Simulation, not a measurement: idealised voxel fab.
process module | voxel self aligned contacts
cross-section cut | 300 nm wide | cells 5 nm
A cross-section is a grid of square cells, given in bands from the top down. A band is one or more rows of cells.
Each band's line starts with the height of the band's top and of its bottom, in nm. Then come its materials from left to right, each with its width in nm. One material with "throughout" fills the band from edge to edge. "air" is empty space.
Height 0 is the level under which the wafer as received is all one material. The lowest band goes on downwards, as in "0 down".
A width such as "30 to 40" changes by the same amount from each row of cells to the next, from the band's top row to its bottom row.
"no change" after a step means that no cell of the cross-section changed.
closed voids: empty space of 8 cells or more with no open way to the top, each as width x height at its distance from the left edge, in nm
after a step's settings: what the simulator itself notes on the step
overlay nm, on a step with a mask: how far to the right of its planned place the mask lay; to the left if negative
plan
1 op RECEIVE | material Si
2 op OXIDIZE | depth nm 5
3 op DIRECTIONAL_DEP | material polySi | thk nm 30
4 op DIRECTIONAL_DEP | material SiN | thk nm 20
5 op PATTERN | tone cover | mask id GATE | material resist | width nm 25 | pitch nm 60 | thk nm 20 | overlay nm 0
6 op DIRECTIONAL_ETCH | etch materials SiN | depth nm 20
7 op DIRECTIONAL_ETCH | etch materials polySi | depth nm 30
8 op STRIP | etch materials resist
9 op CONFORMAL_DEP | material SiN | thk nm 10
10 op DIRECTIONAL_ETCH | etch materials SiN | depth nm 10
11 op FILL_DEP | material SiO2 | thk nm 15
12 op CMP | height nm 55
13 op DIRECTIONAL_DEP | material aC | thk nm 15
14 op PATTERN | tone open | mask id CONTACT | material resist | width nm 45 | pitch nm 60 | thk nm 30 | overlay nm 0
15 op DIRECTIONAL_ETCH | etch materials aC | depth nm 15
16 op STRIP | etch materials resist
17 op DIRECTIONAL_ETCH | etch materials SiO2 | depth nm 60
18 op STRIP | etch materials aC
19 op CONFORMAL_DEP | material TiN | thk nm 5
20 op FILL_DEP | material W | thk nm 5
21 op CMP | height nm 55
22 op CONFORMAL_DEP | material SiCN | thk nm 5
as received, after step 1
  0 down: Si throughout
  closed voids: none
first wafer at the end, as planned
  60 to 55: SiCN throughout
  55 to 50: SiO2 95 | TiN 20 | W 5 | TiN 20 | SiO2 15 | TiN 20 | W 5 | TiN 20 | SiO2 100
  50 to 30: SiO2 65 | SiN 45 | TiN 5 | W 5 | TiN 5 | SiN 45 | TiN 5 | W 5 | TiN 5 | SiN 45 | SiO2 70
  30 to 0: SiO2 65 | SiN 10 | polySi 25 | SiN 10 | TiN 5 | W 5 | TiN 5 | SiN 10 | polySi 25 | SiN 10 | TiN 5 | W 5 | TiN 5 | SiN 10 | polySi 25 | SiN 10 | SiO2 70
  0 to -5: SiO2 110 | TiN 15 | SiO2 45 | TiN 15 | SiO2 115
  -5 down: Si throughout
  closed voids: none
second wafer at the end: like start, like plan, one mistake
  60 to 55: SiCN throughout
  55 to 50: SiO2 95 | TiN 20 | polySi 5 | TiN 20 | SiO2 15 | TiN 20 | polySi 5 | TiN 20 | SiO2 100
  50 to 30: SiO2 65 | SiN 45 | TiN 5 | polySi 5 | TiN 5 | SiN 45 | TiN 5 | polySi 5 | TiN 5 | SiN 45 | SiO2 70
  30 to 0: SiO2 65 | SiN 10 | polySi 25 | SiN 10 | TiN 5 | polySi 5 | TiN 5 | SiN 10 | polySi 25 | SiN 10 | TiN 5 | polySi 5 | TiN 5 | SiN 10 | polySi 25 | SiN 10 | SiO2 70
  0 to -5: SiO2 110 | TiN 15 | SiO2 45 | TiN 15 | SiO2 115
  -5 down: Si throughout
  closed voids: none
what went wrong: step 20 ran as: op FILL_DEP | material polySi | thk nm 5
at the end the second wafer has, in cells: 22 fewer of W | 22 more of polySi
